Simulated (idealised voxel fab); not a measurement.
process module | voxel wiring stack
cross-section cut | 150 nm wide | cells 5 nm
A cross-section is a grid of square cells, given in bands from the top down. A band is one or more rows of cells.
Each band's line starts with the height of the band's top and of its bottom, in nm. Then come its materials from left to right, each with its width in nm. One material with "throughout" fills the band from edge to edge. "air" is empty space.
Height 0 is the level under which the wafer as received is all one material. The lowest band goes on downwards, as in "0 down".
A width such as "30 to 40" changes by the same amount from each row of cells to the next, from the band's top row to its bottom row.
"no change" after a step means that no cell of the cross-section changed.
closed voids: empty space of 8 cells or more with no open way to the top, each as width x height at its distance from the left edge, in nm
after a step's settings: what the simulator itself notes on the step
overlay nm, on a step with a mask: how far to the right of its planned place the mask lay; to the left if negative
plan
1 op RECEIVE | material Si
2 op CONFORMAL_DEP | material SiO2 | thk nm 10
3 op DIRECTIONAL_DEP | material TiN | thk nm 5
4 op DIRECTIONAL_DEP | material W | thk nm 20
5 op DIRECTIONAL_DEP | material aC | thk nm 15
6 op PATTERN | tone cover | mask id METAL_1 | material resist | width nm 30 | pitch nm 50 | thk nm 30 | overlay nm 0
7 op DIRECTIONAL_ETCH | etch materials aC | depth nm 15
8 op STRIP | etch materials resist
9 op DIRECTIONAL_ETCH | etch materials W | depth nm 20
10 op DIRECTIONAL_ETCH | etch materials TiN | depth nm 5
11 op STRIP | etch materials aC
12 op CONFORMAL_DEP | material SiCN | thk nm 5
13 op FILL_DEP | material SiO2 | thk nm 5
14 op CMP | height nm 35
15 op CONFORMAL_DEP | material SiCN | thk nm 5
16 op DIRECTIONAL_DEP | material lowk | thk nm 20
17 op MASKED_ETCH | tone open | mask id PLUG_1 | width nm 15 | etch materials lowk | depth nm 20 | overlay nm 0
18 op MASKED_ETCH | tone open | mask id PLUG_1 | width nm 15 | etch materials SiCN | depth nm 5 | overlay nm 0
19 op CONFORMAL_DEP | material TiN | thk nm 5
20 op FILL_DEP | material Cu | thk nm 5
21 op CMP | height nm 60
22 op CONFORMAL_DEP | material SiCN | thk nm 5
23 op DIRECTIONAL_DEP | material lowk | thk nm 20
24 op MASKED_ETCH | tone open | mask id METAL_2 | width nm 30 | pitch nm 50 | etch materials lowk | depth nm 20 | overlay nm 0
25 op MASKED_ETCH | tone open | mask id METAL_2 | width nm 30 | pitch nm 50 | etch materials SiCN | depth nm 5 | overlay nm 0
26 op CONFORMAL_DEP | material TiN | thk nm 5
27 op FILL_DEP | material Ru | thk nm 5
28 op CMP | height nm 85
29 op CONFORMAL_DEP | material SiCN | thk nm 5
30 op DIRECTIONAL_DEP | material SiO2 | thk nm 10
31 op PATTERN | tone open | mask id PLUG_2 | material resist | width nm 15 | pitch nm 50 | thk nm 20 | overlay nm 0
32 op DIRECTIONAL_ETCH | etch materials SiO2 | depth nm 10
33 op DIRECTIONAL_ETCH | etch materials SiCN | depth nm 5
34 op STRIP | etch materials resist
35 op CONFORMAL_DEP | material TiN | thk nm 5
36 op FILL_DEP | material Ru | thk nm 10
37 op CMP | height nm 100
38 op CONFORMAL_DEP | material SiN | thk nm 5
39 op DIRECTIONAL_DEP | material SiO2 | thk nm 25
40 op PATTERN | tone open | mask id METAL_3 | material resist | width nm 30 | pitch nm 50 | thk nm 20 | overlay nm 0
41 op DIRECTIONAL_ETCH | etch materials SiO2 | depth nm 25
42 op DIRECTIONAL_ETCH | etch materials SiN | depth nm 5
43 op STRIP | etch materials resist
44 op CONFORMAL_DEP | material TiN | thk nm 5
45 op FILL_DEP | material Cu | thk nm 5
46 op CMP | height nm 130
47 op CONFORMAL_DEP | material SiCN | thk nm 5
as received, after step 1
  0 down: Si throughout
  closed voids: none
a wafer at the end: this start, this plan, one mistake
  135 to 130: SiCN throughout
  130 to 105: SiO2 35 | TiN 5 | Cu 20 | TiN 5 | SiO2 20 | TiN 5 | Cu 20 | TiN 5 | SiO2 35
  105 to 100: SiN 35 | TiN 30 | SiN 20 | TiN 30 | SiN 35
  100 to 90: SiO2 35 | TiN 5 | Ru 10 | TiN 5 | SiO2 30 | TiN 5 | Ru 10 | TiN 5 | SiO2 45
  90 to 85: SiCN 35 | TiN 20 | SiCN 30 | TiN 20 | SiCN 45
  85 to 65: lowk 35 | TiN 5 | Ru 20 | TiN 5 | lowk 20 | TiN 5 | Ru 20 | TiN 5 | lowk 35
  65 to 60: SiCN 35 | TiN 30 | SiCN 20 | TiN 30 | SiCN 35
  60 to 40: lowk 35 | TiN 5 | Cu 5 | TiN 5 | lowk 100
  40 to 35: SiCN 35 | TiN 15 | SiCN 100
  35 to 15: SiO2 30 | SiCN 5 | W 30 | SiCN 5 | SiO2 10 | SiCN 5 | W 30 | SiCN 5 | SiO2 30
  15 to 10: SiCN 35 | TiN 30 | SiCN 20 | TiN 30 | SiCN 35
  10 to 0: SiO2 throughout
  0 down: Si throughout
  closed voids: none
what went wrong: step 31 ran as: op PATTERN | tone open | mask id PLUG_2 | material resist | width nm 20 | pitch nm 50 | thk nm 20 | overlay nm 0
